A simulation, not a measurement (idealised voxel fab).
The following is a process module called voxel self aligned vias.
220 nm wide, 5 nm square cells: that's cross-section cut.
A cross-section is written here as square cells arranged in a grid, and it is given in bands from the top down, each band taking up one or more rows of cells.
Look at the band entry: it leads with the top's height and the bottom's height in nm. Then it lists the materials left to right, with a width in nm for each. The word "edge to edge" on a single material says that material fills the band edge to edge. The word "blank" is empty space.
Heights from 0 (as-received wafer is one material below). Bottom band endless downward, as "z 0 and below".
So if you see something like "30..40" for the width, read it as the top row of the band sitting at the first number and the bottom row at the second, with every row in between moving by the same amount as the last.
A step reported as "no modification" is a step in which no cell of the cross-section changed.
Entry "Sealed internal voids". Content: empty spaces with no open connection to the top, size 8 cells or greater. Each: width x height at distance. Distance: from left edge. Unit: nm.
Note: text after step settings on the step line = simulator remark on that step.
On any step carrying a mask, the "overlay nm" setting, if present on the step's line, tells how far right of its planned place the mask lay; negative values point to the left.
Pairs, read this way: before one process step on the one hand, after it on the other, the after cross-section ending at the lowest band that changed; the step between, settings included, beneath. Same starting wafer throughout, but possibly different runs of this module, so no pair continues from the pair above unless its entry headed "Before the step" says so.
## Before the step
* z 45 to 40 = blank 30 nm, then TiN 40 nm, then blank 20 nm, then TiN 40 nm, then blank 20 nm, then TiN 40 nm, then blank 30 nm
* z 40 to 20 = blank 30 nm, then TiN 5 nm, then SiO2 30 nm, then TiN 5 nm, then blank 20 nm, then TiN 5 nm, then SiO2 30 nm, then TiN 5 nm, then blank 20 nm, then TiN 5 nm, then SiO2 30 nm, then TiN 5 nm, then blank 30 nm
* z 20 to 15 = TiN 35 nm, then SiO2 30 nm, then TiN 30 nm, then SiO2 30 nm, then TiN 30 nm, then SiO2 30 nm, then TiN 35 nm
* z 15 to 10 = SiCN edge to edge
* z 10 to 0 = SiO2 edge to edge
* z 0 and below = Si edge to edge
* Sealed internal voids: none
## State After Step
* z 55 to 45 = W edge to edge
* z 45 to 40 = W 30 nm, then TiN 40 nm, then W 20 nm, then TiN 40 nm, then W 20 nm, then TiN 40 nm, then W 30 nm
* z 40 to 20 = W 30 nm, then TiN 5 nm, then SiO2 30 nm, then TiN 5 nm, then W 20 nm, then TiN 5 nm, then SiO2 30 nm, then TiN 5 nm, then W 20 nm, then TiN 5 nm, then SiO2 30 nm, then TiN 5 nm, then W 30 nm
* Under the height 20 nothing was changed.
* Sealed internal voids: none
Step applied between the pre-step and post-step cross-sections shown above: FILL_DEP, material W, thk nm 10
Before the step: the cross-section after the pair above
## State After Step
* z 40 to 20 = W 30 nm, then TiN 5 nm, then SiO2 30 nm, then TiN 5 nm, then W 20 nm, then TiN 5 nm, then SiO2 30 nm, then TiN 5 nm, then W 20 nm, then TiN 5 nm, then SiO2 30 nm, then TiN 5 nm, then W 30 nm
* Under the height 20 nothing was changed.
* Sealed internal voids: none
Step applied between the pre-step and post-step cross-sections shown above: CMP, height nm 40
Before the step: the cross-section after the pair above
## State After Step
* z 40 to 30 = blank 35 nm, then SiO2 30 nm, then blank 30 nm, then SiO2 30 nm, then blank 30 nm, then SiO2 30 nm, then blank 35 nm
* Under the height 30 nothing was changed.
* Sealed internal voids: none
Step applied between the pre-step and post-step cross-sections shown above: SELECTIVE_ETCH, etch materials W Ru TiN, depth nm 10
Before the step: the cross-section after the pair above
## State After Step
* z 45 to 40 = SiN edge to edge
* z 40 to 30 = SiN 35 nm, then SiO2 30 nm, then SiN 30 nm, then SiO2 30 nm, then SiN 30 nm, then SiO2 30 nm, then SiN 35 nm
* Under the height 30 nothing was changed.
* Sealed internal voids: none
Step applied between the pre-step and post-step cross-sections shown above: FILL_DEP, material SiN, thk nm 5
Before the step: the cross-section after the pair above
## State After Step
* z 40 to 30 = SiN 35 nm, then SiO2 30 nm, then SiN 30 nm, then SiO2 30 nm, then SiN 30 nm, then SiO2 30 nm, then SiN 35 nm
* Under the height 30 nothing was changed.
* Sealed internal voids: none
Step applied between the pre-step and post-step cross-sections shown above: CMP, height nm 40
Before the step: the cross-section after the pair above
## State After Step
* z 60 to 40 = SiO2 edge to edge
* Under the height 40 nothing was changed.
* Sealed internal voids: none
Step applied between the pre-step and post-step cross-sections shown above: DIRECTIONAL_DEP, material SiO2, thk nm 20
Before the step: the cross-section after the pair above
## State After Step
* z 75 to 60 = aC edge to edge
* Under the height 60 nothing was changed.
* Sealed internal voids: none
Step applied between the pre-step and post-step cross-sections shown above: DIRECTIONAL_DEP, material aC, thk nm 15
Before the step: the cross-section after the pair above
## State After Step
* z 105 to 75 = resist 30 nm, then blank 40 nm, then resist 80 nm, then blank 40 nm, then resist 30 nm
* Under the height 75 nothing was changed.
* Sealed internal voids: none
Step applied between the pre-step and post-step cross-sections shown above: PATTERN, tone open, mask id VIAS, material resist, width nm 40, pitch nm 120, thk nm 30, overlay nm 0
Before the step: the cross-section after the pair above
## State After Step
* z 90 to 75 = resist 30 nm, then blank 40 nm, then resist 80 nm, then blank 40 nm, then resist 30 nm
* z 75 to 60 = aC 30 nm, then blank 40 nm, then aC 80 nm, then blank 40 nm, then aC 30 nm
* Under the height 60 nothing was changed.
* Sealed internal voids: none
Step applied between the pre-step and post-step cross-sections shown above: DIRECTIONAL_ETCH, etch materials aC, depth nm 15
Before the step: the cross-section after the pair above
## State After Step
* z 75 to 60 = aC 30 nm, then blank 40 nm, then aC 80 nm, then blank 40 nm, then aC 30 nm
* Under the height 60 nothing was changed.
* Sealed internal voids: none
Step applied between the pre-step and post-step cross-sections shown above: STRIP, etch materials resist
Before the step: the cross-section after the pair above
## State After Step
* z 75 to 60 = aC 30 nm, then blank 40 nm, then aC 80 nm, then blank 40 nm, then aC 30 nm
* z 60 to 40 = SiO2 30 nm, then blank 40 nm, then SiO2 80 nm, then blank 40 nm, then SiO2 30 nm
* Under the height 40 nothing was changed.
* Sealed internal voids: none
Step applied between the pre-step and post-step cross-sections shown above: DIRECTIONAL_ETCH, etch materials SiO2, depth nm 20
Before the step: the cross-section after the pair above
## State After Step
* z 75 to 60 = aC 30 nm, then blank 40 nm, then aC 80 nm, then blank 40 nm, then aC 30 nm
* z 60 to 40 = SiO2 30 nm, then blank 40 nm, then SiO2 80 nm, then blank 40 nm, then SiO2 30 nm
* z 40 to 30 = SiN 30 nm, then blank 5 nm, then SiO2 30 nm, then blank 5 nm, then SiN 25 nm, then SiO2 30 nm, then SiN 25 nm, then blank 5 nm, then SiO2 30 nm, then blank 5 nm, then SiN 30 nm
* Under the height 30 nothing was changed.
* Sealed internal voids: none
Step applied between the pre-step and post-step cross-sections shown above: DIRECTIONAL_ETCH, etch materials SiN, depth nm 10
Before the step: the cross-section after the pair above
## State After Step
* z 60 to 40 = SiO2 30 nm, then blank 40 nm, then SiO2 80 nm, then blank 40 nm, then SiO2 30 nm
* Under the height 40 nothing was changed.
* Sealed internal voids: none
Step applied between the pre-step and post-step cross-sections shown above: STRIP, etch materials aC
Before the step: the cross-section after the pair above
## State After Step
* z 65 to 60 = TiN 35 nm, then blank 30 nm, then TiN 90 nm, then blank 30 nm, then TiN 35 nm
* z 60 to 45 = SiO2 30 nm, then TiN 5 nm, then blank 30 nm, then TiN 5 nm, then SiO2 80 nm, then TiN 5 nm, then blank 30 nm, then TiN 5 nm, then SiO2 30 nm
* z 45 to 40 = SiO2 30 nm, then TiN 40 nm, then SiO2 80 nm, then TiN 40 nm, then SiO2 30 nm
* z 40 to 30 = SiN 30 nm, then TiN 5 nm, then SiO2 30 nm, then TiN 5 nm, then SiN 25 nm, then SiO2 30 nm, then SiN 25 nm, then TiN 5 nm, then SiO2 30 nm, then TiN 5 nm, then SiN 30 nm
* Under the height 30 nothing was changed.
* Sealed internal voids: none
Step applied between the pre-step and post-step cross-sections shown above: CONFORMAL_DEP, material TiN, thk nm 5
Before the step: the cross-section after the pair above
## State After Step
* z 70 to 65 = Cu edge to edge
* z 65 to 60 = TiN 35 nm, then Cu 30 nm, then TiN 90 nm, then Cu 30 nm, then TiN 35 nm
* z 60 to 45 = SiO2 30 nm, then TiN 5 nm, then Cu 30 nm, then TiN 5 nm, then SiO2 80 nm, then TiN 5 nm, then Cu 30 nm, then TiN 5 nm, then SiO2 30 nm
* Under the height 45 nothing was changed.
* Sealed internal voids: none
Step applied between the pre-step and post-step cross-sections shown above: FILL_DEP, material Cu, thk nm 5
Before the step: the cross-section after the pair above
## State After Step
* z 60 to 45 = SiO2 30 nm, then TiN 5 nm, then Cu 30 nm, then TiN 5 nm, then SiO2 80 nm, then TiN 5 nm, then Cu 30 nm, then TiN 5 nm, then SiO2 30 nm
* Under the height 45 nothing was changed.
* Sealed internal voids: none
Step applied between the pre-step and post-step cross-sections shown above: CMP, height nm 60
Before the step: the cross-section after the pair above
## State After Step
* z 65 to 60 = SiN edge to edge
* Under the height 60 nothing was changed.
* Sealed internal voids: none
Step applied between the pre-step and post-step cross-sections shown above: CONFORMAL_DEP, material SiN, thk nm 5
